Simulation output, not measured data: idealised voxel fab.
Presented below is a process module, voxel transistor to metal.
Cross-section cut: width 190 nm, square cells of 5 nm.
When this document writes out a cross-section, it uses a grid of square cells and lists it as bands, beginning at the top and moving down, with a band standing for one or more rows of cells. First you get the band's top height and its bottom height, in nm, and then the materials it's made of, left to right, with each width in nm. If you see a single material with "all across", that one covers the band edge to edge. "blank" is empty space. Ref level 0: as-received wafer is one material below here. Bottom band extends down with no lower bound ("0 down"). You'd read "30->40" like this: the band's top row of cells is as wide as the first number, its bottom row is as wide as the second, and going down, every row changes width by the same amount as the row before did. You'll sometimes find "no alteration" written for a step, and that's the way of saying that nowhere in the cross-section did a cell change during that step. If an empty space has no open way to the top and is at least 8 cells in size, "Closed void table" lists it, written width x height at distance, where distance is measured from the left edge and every value is in nm. Heads up: the bit after the settings on a step's line is the simulator's remark on that step. The line of a step may include "overlay nm". On a step with a mask, this value is how far to the right of its planned place the mask lay. A negative value means the mask lay to the left.

The following list gives the planned process steps
1: RECEIVE | material Si
2: OXIDIZE | depth nm 5
3: CONFORMAL_DEP | material SiN | thk nm 15
4: MASKED_ETCH | tone cover | mask id ACTIVE | width nm 100 | etch materials SiN | depth nm 15 | overlay nm 0
5: MASKED_ETCH | tone cover | mask id ACTIVE | width nm 100 | etch materials SiO2 | depth nm 5 | overlay nm 0
6: MASKED_ETCH | tone cover | mask id ACTIVE | width nm 100 | etch materials Si | depth nm 30 | overlay nm 0
7: FILL_DEP | material SiO2 | thk nm 15
8: CMP | height nm 15
9: SELECTIVE_ETCH | etch materials SiO2 | depth nm 5
10: STRIP | etch materials SiN
11: SELECTIVE_ETCH | etch materials SiO2 | depth nm 5
12: OXIDIZE | depth nm 5
13: DIRECTIONAL_DEP | material polySi | thk nm 25
14: DIRECTIONAL_DEP | material SiCN | thk nm 15
15: MASKED_ETCH | tone cover | mask id GATE | width nm 20 | etch materials SiCN | depth nm 25 | overlay nm 0
16: MASKED_ETCH | tone cover | mask id GATE | width nm 20 | etch materials polySi | depth nm 35 | overlay nm 0
17: CONFORMAL_DEP | material SiN | thk nm 10
18: DIRECTIONAL_ETCH | etch materials SiN | depth nm 10
19: DIRECTIONAL_ETCH | etch materials SiO2 | depth nm 5
20: DIRECTIONAL_ETCH | etch materials Si | depth nm 5
21: EPI | material nSi | thk nm 5
22: FILL_DEP | material SiO2 | thk nm 5
23: CMP | height nm 35
24: DIRECTIONAL_DEP | material SiO2 | thk nm 15
25: MASKED_ETCH | tone open | mask id CONTACT | width nm 20 | pitch nm 70 | etch materials SiO2 | depth nm 50 | overlay nm 0
26: CONFORMAL_DEP | material TiN | thk nm 5
27: FILL_DEP | material Ru | thk nm 10
28: CMP | height nm 50
29: DIRECTIONAL_DEP | material TiN | thk nm 5
30: DIRECTIONAL_DEP | material Ru | thk nm 15
31: PATTERN | tone cover | mask id METAL_1 | material resist | width nm 20 | pitch nm 70 | thk nm 20 | overlay nm 0
32: DIRECTIONAL_ETCH | etch materials Ru | depth nm 15
33: DIRECTIONAL_ETCH | etch materials TiN | depth nm 5
34: STRIP | etch materials resist
35: CONFORMAL_DEP | material SiN | thk nm 5
36: FILL_DEP | material SiO2 | thk nm 5
37: CMP | height nm 70
38: CONFORMAL_DEP | material SiCN | thk nm 5
All wafers enter the flow in the same state. The depth nm at step 25 differs from wafer to wafer, and the plan gives the value for the first wafer.

Cross-section, first of several wafers, as delivered after step 1
> 0 down: Si all across
> Closed void table: none

Below is a per-wafer table. In it, each row describes the wafer at the end of the module by giving, for each material, the number of cells gained (+) or lost (-) since the wafer was received, and after that the closed voids of the wafer
depth nm 50, +60 Ru, -176 Si, +50 SiCN, +82 SiN, +468 SiO2, +52 TiN, +14 nSi, +20 polySi, Closed void table: none
depth nm 55, +64 Ru, -176 Si, +50 SiCN, +82 SiN, +460 SiO2, +56 TiN, +14 nSi, +20 polySi, Closed void table: none
depth nm 60, +66 Ru, -176 Si, +50 SiCN, +82 SiN, +454 SiO2, +60 TiN, +14 nSi, +20 polySi, Closed void table: none
depth nm 65, +66 Ru, -176 Si, +50 SiCN, +82 SiN, +454 SiO2, +60 TiN, +14 nSi, +20 polySi, Closed void table: none
depth nm 70, +66 Ru, -176 Si, +50 SiCN, +82 SiN, +454 SiO2, +60 TiN, +14 nSi, +20 polySi, Closed void table: none
depth nm 75, +66 Ru, -176 Si, +50 SiCN, +82 SiN, +454 SiO2, +60 TiN, +14 nSi, +20 polySi, Closed void table: none
